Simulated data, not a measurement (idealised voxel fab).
Herein follows the process module entitled voxel self aligned vias.
The width of the displayed cross-section, cut, is 300 nm; its cells are square, with a size of 5 nm.
Square cells in a grid make up a cross-section in this document, and the grid is given as bands, listed from the top down, each one or more rows of cells. Basically the band line says how high the top is and how high the bottom is, in nm, and then what's in it from left to right, every material with its width in nm. Empty space shows up as "air", and if a single material carries "edge to edge" it runs the full band edge to edge. Zero point of the height axis is 0; under it, received wafer = one material. Lowest band: continues down indefinitely, "0 nm and below". Quick explanation for "30..40": the width changes in equal steps down the rows of cells, from the first number in the band's top row to the second number in its bottom row. The cross-section has no changed cell in any step marked "remained the same". Voids not open to the top, 8 cells minimum: see "Enclosed internal cavities". Written width x height at distance; distance is from the left edge; nm. Note: text after step settings on the step line = simulator remark on that step. For masked steps, "overlay nm" on the step line gives how far right of plan the mask actually lay; a minus sign means it lay to the left.

[The planned process steps are enumerated hereunder]
- 1: RECEIVE,material Si
- 2: CONFORMAL_DEP,material SiO2,thk nm 15
- 3: CONFORMAL_DEP,material SiCN,thk nm 5
- 4: DIRECTIONAL_DEP,material lowk,thk nm 20
- 5: DIRECTIONAL_DEP,material aC,thk nm 10
- 6: PATTERN,tone open,mask id LINES,material resist,width nm 20,pitch nm 60,thk nm 30,overlay nm 0
- 7: DIRECTIONAL_ETCH,etch materials aC,depth nm 10
- 8: STRIP,etch materials resist
- 9: DIRECTIONAL_ETCH,etch materials lowk,depth nm 20
- 10: STRIP,etch materials aC
- 11: CONFORMAL_DEP,material TiN,thk nm 5
- 12: FILL_DEP,material W,thk nm 5
- 13: CMP,height nm 40
- 14: SELECTIVE_ETCH,etch materials W Ru TiN,depth nm 10
- 15: FILL_DEP,material SiN,thk nm 10
- 16: CMP,height nm 40
- 17: DIRECTIONAL_DEP,material lowk,thk nm 15
- 18: PATTERN,tone open,mask id VIAS,material resist,width nm 40,pitch nm 60,thk nm 20,overlay nm 0
- 19: DIRECTIONAL_ETCH,etch materials lowk,depth nm 15
- 20: DIRECTIONAL_ETCH,etch materials SiN,depth nm 10
- 21: STRIP,etch materials resist
- 22: CONFORMAL_DEP,material TiN,thk nm 5
- 23: FILL_DEP,material W,thk nm 5
- 24: CMP,height nm 55
- 25: CONFORMAL_DEP,material SiN,thk nm 5

[Wafer at receipt (post step 1), cross-section]
  0 nm and below: Si edge to edge
  Enclosed internal cavities: none

[Cross-sectional view of the first of the two wafers upon completion of the module, processed in accordance with the plan]
  60 nm to 55 nm: SiN edge to edge
  55 nm to 45 nm: 100 of lowk  5 of TiN  30 of W  5 of TiN  20 of lowk  5 of TiN  30 of W  5 of TiN  100 of lowk
  45 nm to 35 nm: 100..110 of lowk  15..5 of TiN  10 of W  15..5 of TiN  20..40 of lowk  15..5 of TiN  10 of W  15..5 of TiN  100..110 of lowk
  35 nm to 30 nm: 110 of lowk  20 of TiN  40 of lowk  20 of TiN  110 of lowk
  30 nm to 25 nm: 110 of lowk  5 of TiN  10 of W  5 of TiN  40 of lowk  5 of TiN  10 of W  5 of TiN  110 of lowk
  25 nm to 20 nm: 110 of lowk  20 of TiN  40 of lowk  20 of TiN  110 of lowk
  20 nm to 15 nm: SiCN edge to edge
  15 nm to 0 nm: SiO2 edge to edge
  0 nm and below: Si edge to edge
  Enclosed internal cavities: none

[So this is wafer number two of the two, cut at the end of the module - it started where the first did and had the same plan, we just got one thing wrong running it]
  60 nm to 55 nm: SiN edge to edge
  55 nm to 45 nm: 95 of W  5 of TiN  40 of lowk  5 of TiN  10 of W  5 of TiN  40 of lowk  5 of TiN  95 of W
  45 nm to 40 nm: 100 of TiN  40 of lowk  20 of TiN  40 of lowk  100 of TiN
  40 nm to 30 nm: 110 of lowk  20 of SiN  40 of lowk  20 of SiN  110 of lowk
  30 nm to 25 nm: 110 of lowk  5 of TiN  10 of W  5 of TiN  40 of lowk  5 of TiN  10 of W  5 of TiN  110 of lowk
  25 nm to 20 nm: 110 of lowk  20 of TiN  40 of lowk  20 of TiN  110 of lowk
  20 nm to 15 nm: SiCN edge to edge
  15 nm to 0 nm: SiO2 edge to edge
  0 nm and below: Si edge to edge
  Enclosed internal cavities: none
Heads up, the wafer didn't run the way we planned it: step 18: run off-plan, actual operation and settings PATTERN,tone cover,mask id VIAS,material resist,width nm 40,pitch nm 60,thk nm 20,overlay nm 0
The closing comparison, in cells, has the second wafer with more or fewer of some materials than the first: SiN: 16 more, TiN: 20 more, W: 48 more, lowk: 84 fewer
